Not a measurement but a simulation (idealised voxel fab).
This is a process module. Its name is voxel air gaps.
Pictured: cross-section cut, 285 nm wide, on a grid of 5 nm square cells.
A cross-section is written here as square cells arranged in a grid, and it is given in bands from the top down, each band taking up one or more rows of cells.
Within each band entry, the heights of the top and of the bottom of the band appear first, in that order and in nm; the materials of the band then follow from left to right, each with its corresponding width in nm. The designation "throughout" on a single material indicates that it fills the band from edge to edge; the designation "empty" indicates empty space.
We count height from 0. Below that, the starting wafer is all one material. The lowest band never ends at the bottom but goes on down; see "0 nm and below" for how that is written.
A two-number width, for instance "30 to 40", indicates that the width is equal to the first number in the top row of the band and to the second number in the bottom row, and that it changes by a constant amount per row of cells.
Basically "nothing changed" means that step didn't change any cell in the cross-section.
"Enclosed cavities" means: voids of 8 cells or more that are shut off from the top with no open way through. Written width x height at distance, distance from the left edge, in nm.
after a step's settings: what the simulator itself notes on the step
overlay nm: mask right of planned place by this much (step with mask). Neg. = left.

Below is the list of planned process steps:
- 1: RECEIVE | material Si
- 2: CONFORMAL_DEP | material SiO2 | thk nm 10
- 3: CONFORMAL_DEP | material SiN | thk nm 5
- 4: DIRECTIONAL_DEP | material lowk | thk nm 40
- 5: PATTERN | tone open | mask id LINES | material resist | width nm 15 | pitch nm 45 | thk nm 15 | overlay nm 0
- 6: DIRECTIONAL_ETCH | etch materials lowk | depth nm 40
- 7: STRIP | etch materials resist
- 8: CONFORMAL_DEP | material TiN | thk nm 5
- 9: FILL_DEP | material W | thk nm 5
- 10: CMP | height nm 55
- 11: EPI | material Ru | thk nm 10
- 12: SELECTIVE_ETCH | etch materials lowk | depth nm 50
- 13: CONFORMAL_DEP | material SiN | thk nm 5

Shown in cross-section is the wafer as received, that is, as it stands after step 1:
  0 nm and below = Si throughout
  Enclosed cavities: none

The first of the two wafers as seen in cross-section once the module was finished; processing followed the plan:
  70 nm to 65 nm = 75 nm empty | 135 nm SiN | 75 nm empty
  65 nm to 55 nm = 75 nm empty | 5 nm SiN | 35 nm Ru | 10 nm SiN | 35 nm Ru | 10 nm SiN | 35 nm Ru | 5 nm SiN | 75 nm empty
  55 nm to 50 nm = 75 nm empty | 15 nm SiN | 5 nm TiN | 5 nm W | 5 nm TiN | 30 nm SiN | 5 nm TiN | 5 nm W | 5 nm TiN | 30 nm SiN | 5 nm TiN | 5 nm W | 5 nm TiN | 15 nm SiN | 75 nm empty
  50 nm to 20 nm = 85 nm empty | 5 nm SiN | 5 nm TiN | 5 nm W | 5 nm TiN | 5 nm SiN | 20 nm empty | 5 nm SiN | 5 nm TiN | 5 nm W | 5 nm TiN | 5 nm SiN | 20 nm empty | 5 nm SiN | 5 nm TiN | 5 nm W | 5 nm TiN | 5 nm SiN | 85 nm empty
  20 nm to 15 nm = 90 nm SiN | 15 nm TiN | 30 nm SiN | 15 nm TiN | 30 nm SiN | 15 nm TiN | 90 nm SiN
  15 nm to 10 nm = SiN throughout
  10 nm to 0 nm = SiO2 throughout
  0 nm and below = Si throughout
  Enclosed cavities: 20 x 30 at 110; 20 x 30 at 155

This cross-section belongs to the second wafer of two at the end of the module; the start and the plan were shared with the first, and the run included one mistake:
  70 nm to 65 nm = 75 nm empty | 135 nm TiN | 75 nm empty
  65 nm to 55 nm = 75 nm empty | 5 nm TiN | 35 nm Ru | 10 nm TiN | 35 nm Ru | 10 nm TiN | 35 nm Ru | 5 nm TiN | 75 nm empty
  55 nm to 50 nm = 75 nm empty | 20 nm TiN | 5 nm W | 40 nm TiN | 5 nm W | 40 nm TiN | 5 nm W | 20 nm TiN | 75 nm empty
  50 nm to 20 nm = 85 nm empty | 10 nm TiN | 5 nm W | 10 nm TiN | 20 nm empty | 10 nm TiN | 5 nm W | 10 nm TiN | 20 nm empty | 10 nm TiN | 5 nm W | 10 nm TiN | 85 nm empty
  20 nm to 15 nm = TiN throughout
  15 nm to 10 nm = SiN throughout
  10 nm to 0 nm = SiO2 throughout
  0 nm and below = Si throughout
  Enclosed cavities: 20 x 30 at 110; 20 x 30 at 155
What was the processing mistake? note that step 13 departed from the planned setting and was carried out as CONFORMAL_DEP | material TiN | thk nm 5
The second wafer ends with more or fewer cells of some materials than the first, per final count: 141 fewer of SiN | 141 more of TiN
